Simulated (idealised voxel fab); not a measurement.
Title: Process Module voxel self aligned vias
Cross-sectional view cut (width: 250 nm; square cell size: 5 nm).
Cross-section layout: square cells on a grid; listed as bands, top to bottom; a band spans one or more cell rows.
For a band, the entry starts with two heights in nm, that of the top and then that of the bottom, and carries on with the band's materials in order from left to right, each alongside its width in nm; the word "everywhere" beside a single material means it fills the band edge to edge, and "empty" means empty space.
The reference from which all heights are counted is 0, the level beneath which the as-received wafer is entirely one material; the lowest band, having no lower bound, proceeds downward and is written after the example "z 0 and below".
Note: "30..40" means the width goes from the first number (top row of the band) to the second number (bottom row) in equal steps per row of cells.
"stayed the same" -> step changed no cross-section cell.
Enclosed voids (no open way to top), threshold 8 cells or more, entry "Enclosed void list", notation width x height at distance, distance from left edge, nm.
Read whatever lies past the settings on a step's line as the simulator's own remark about the step.
The line of a step may include "overlay nm". On a step with a mask, this value is how far to the right of its planned place the mask lay. A negative value means the mask lay to the left.

[Process steps - plan]
1 RECEIVE,material Si
2 CONFORMAL_DEP,material SiO2,thk nm 15
3 CONFORMAL_DEP,material SiCN,thk nm 5
4 DIRECTIONAL_DEP,material SiO2,thk nm 20
5 MASKED_ETCH,tone open,mask id LINES,width nm 20,pitch nm 60,etch materials SiO2,depth nm 20,overlay nm 0
6 CONFORMAL_DEP,material TiN,thk nm 5
7 FILL_DEP,material Ru,thk nm 5
8 CMP,height nm 40
9 SELECTIVE_ETCH,etch materials W Ru TiN,depth nm 10
10 FILL_DEP,material SiN,thk nm 5
11 CMP,height nm 40
12 DIRECTIONAL_DEP,material SiO2,thk nm 15
13 PATTERN,tone open,mask id VIAS,material resist,width nm 30,pitch nm 120,thk nm 20,overlay nm 0
14 DIRECTIONAL_ETCH,etch materials SiO2,depth nm 15
15 DIRECTIONAL_ETCH,etch materials SiN,depth nm 10
16 STRIP,etch materials resist
17 CONFORMAL_DEP,material TiN,thk nm 5
18 FILL_DEP,material Ru,thk nm 10
19 CMP,height nm 55
20 CONFORMAL_DEP,material SiN,thk nm 5

[As-received state of the wafer in cross-section, equivalent to post-step 1]
    z 0 and below  Si everywhere
    Enclosed void list: none

[The module was run from the start shown above using the plan shown above, but one mistake was made doing it; the resulting wafer cross-section is below]
    z 60 to 55  SiN everywhere
    z 55 to 45  50 SiO2 | 5 TiN | 20 Ru | 5 TiN | 90 SiO2 | 5 TiN | 20 Ru | 5 TiN | 50 SiO2
    z 45 to 40  50 SiO2 | 10 TiN | 10 Ru | 10 TiN | 90 SiO2 | 10 TiN | 10 Ru | 10 TiN | 50 SiO2
    z 40 to 35  55 SiO2 | 5 TiN | 10 Ru | 5 TiN | 40 SiO2 | 20 SiN | 40 SiO2 | 5 TiN | 10 Ru | 5 TiN | 55 SiO2
    z 35 to 30  55 SiO2 | 20 TiN | 40 SiO2 | 20 SiN | 40 SiO2 | 20 TiN | 55 SiO2
    z 30 to 25  55 SiO2 | 5 TiN | 10 Ru | 5 TiN | 40 SiO2 | 5 TiN | 10 Ru | 5 TiN | 40 SiO2 | 5 TiN | 10 Ru | 5 TiN | 55 SiO2
    z 25 to 20  55 SiO2 | 20 TiN | 40 SiO2 | 20 TiN | 40 SiO2 | 20 TiN | 55 SiO2
    z 20 to 5  SiO2 everywhere
    z 5 to 0  SiCN everywhere
    z 0 and below  Si everywhere
    Enclosed void list: none
What went wrong in running the wafer? note: step 2 <-> step 3, run order reversed vs plan
